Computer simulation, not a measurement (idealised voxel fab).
The process module that follows is named voxel capacitor over wiring.
The figure presents cross-section cut, which has a width of 190 nm and is divided into square cells with an edge length of 5 nm.
The cross-sections in this document take the form of a grid made of square cells. They are written out as bands, in order from top to bottom. Each band consists of one or more rows of cells. Heads up on the band format: heights come first, top then bottom, in nm. After that it's the materials left to right, each with its width in nm. A single material flagged "throughout" fills the whole band edge to edge, and "empty" means there's empty space there. Height 0 is the level under which the wafer as received is all one material. The lowest band goes on downwards, as in "0 nm and below". Think of "30->40" as a width that walks from the first number to the second as you go down the band, top row to bottom row, taking equal-sized steps from row to row. Where a step carries "no modifications", the cross-section came out of it unchanged, cell for cell. What "Sealed internal cavities" gives you is every empty space of 8 cells or more that is cut off from the top. Each appears as width x height at distance, with the distance taken from the left edge and width, height and distance all in nm. Where a step's line continues beyond its settings, the continuation is a remark by the simulator itself on that step. The line of a step may include "overlay nm". On a step with a mask, this value is how far to the right of its planned place the mask lay. A negative value means the mask lay to the left.
[Process steps - plan]
1) RECEIVE, material Si
2) CONFORMAL_DEP, material SiO2, thk nm 10
3) CONFORMAL_DEP, material SiCN, thk nm 5
4) DIRECTIONAL_DEP, material SiO2, thk nm 20
5) MASKED_ETCH, tone open, mask id METAL_1, width nm 25, pitch nm 75, etch materials SiO2, depth nm 20, overlay nm 0
6) MASKED_ETCH, tone open, mask id METAL_1, width nm 25, pitch nm 75, etch materials SiCN, depth nm 5, overlay nm 0
7) CONFORMAL_DEP, material TiN, thk nm 5
8) FILL_DEP, material Ru, thk nm 10
9) CMP, height nm 35
10) CONFORMAL_DEP, material SiCN, thk nm 5
11) DIRECTIONAL_DEP, material SiO2, thk nm 20
12) PATTERN, tone open, mask id PLUG_1, material resist, width nm 15, thk nm 15, overlay nm 0
13) DIRECTIONAL_ETCH, etch materials SiO2, depth nm 20
14) DIRECTIONAL_ETCH, etch materials SiCN, depth nm 5
15) STRIP, etch materials resist
16) EPI, material Ru, thk nm 10
17) EPI, material Ru, thk nm 10
18) EPI, material Ru, thk nm 5
19) DIRECTIONAL_DEP, material TiN, thk nm 5
20) DIRECTIONAL_DEP, material SiN, thk nm 5
21) DIRECTIONAL_DEP, material TiN, thk nm 10
22) DIRECTIONAL_DEP, material aC, thk nm 10
23) PATTERN, tone cover, mask id UPPER_PLATE, material resist, width nm 55, thk nm 30, overlay nm 0
24) DIRECTIONAL_ETCH, etch materials aC, depth nm 10
25) STRIP, etch materials resist
26) DIRECTIONAL_ETCH, etch materials TiN, depth nm 10
27) DIRECTIONAL_ETCH, etch materials SiN, depth nm 5
28) STRIP, etch materials aC
29) DIRECTIONAL_DEP, material aC, thk nm 10
30) PATTERN, tone cover, mask id LOWER_PLATE, material resist, width nm 65, thk nm 30, overlay nm 0
31) DIRECTIONAL_ETCH, etch materials aC, depth nm 10
32) STRIP, etch materials resist
33) DIRECTIONAL_ETCH, etch materials TiN, depth nm 5
34) STRIP, etch materials aC
35) FILL_DEP, material SiO2, thk nm 20
36) CMP, height nm 95
37) MASKED_ETCH, tone open, mask id PLUG_2, width nm 15, etch materials SiO2, depth nm 15, overlay nm 0
38) CONFORMAL_DEP, material TiN, thk nm 5
39) FILL_DEP, material Ru, thk nm 5
40) CMP, height nm 95
41) CONFORMAL_DEP, material SiN, thk nm 5
[As-received state of the wafer in cross-section, equivalent to post-step 1]
- 0 nm and below: Si throughout
- Sealed internal cavities: none
[Same starting wafer, same plan as above, one mistake in the execution; this is the cross-section at the end of the module]
- 100 nm to 95 nm: SiN throughout
- 95 nm to 85 nm: SiO2=65  TiN=5  Ru=5  TiN=5  SiO2=110
- 85 nm to 80 nm: SiO2=65  TiN=15  SiO2=110
- 80 nm to 70 nm: SiO2=55  TiN=15  SiO2=25  TiN=15  SiO2=80
- 70 nm to 65 nm: SiO2=55  SiN=15  SiO2=25  SiN=15  SiO2=80
- 65 nm to 60 nm: SiO2=50  TiN=20  SiO2=25  TiN=20  SiO2=75
- 60 nm to 55 nm: SiO2=20  Ru=35  SiO2=40  Ru=75  SiO2=20
- 55 nm to 45 nm: SiO2=20  Ru=35  SiO2=15  TiN=25  Ru=75  SiO2=20
- 45 nm to 40 nm: SiO2=20  Ru=35  SiO2=15  SiN=25  Ru=75  SiO2=20
- 40 nm to 35 nm: SiO2=20  Ru=35  SiCN=15  TiN=25  Ru=75  SiO2=20
- 35 nm to 15 nm: SiO2=45  TiN=5  Ru=15  TiN=5  SiO2=50  TiN=5  Ru=15  TiN=5  SiO2=45
- 15 nm to 10 nm: SiCN=45  TiN=25  SiCN=50  TiN=25  SiCN=45
- 10 nm to 0 nm: SiO2 throughout
- 0 nm and below: Si throughout
- Sealed internal cavities: none
Misprocessing identified: step 12 ran with different settings than intended, the actual operation and settings being PATTERN, tone cover, mask id PLUG_1, material resist, width nm 15, thk nm 15, overlay nm 0
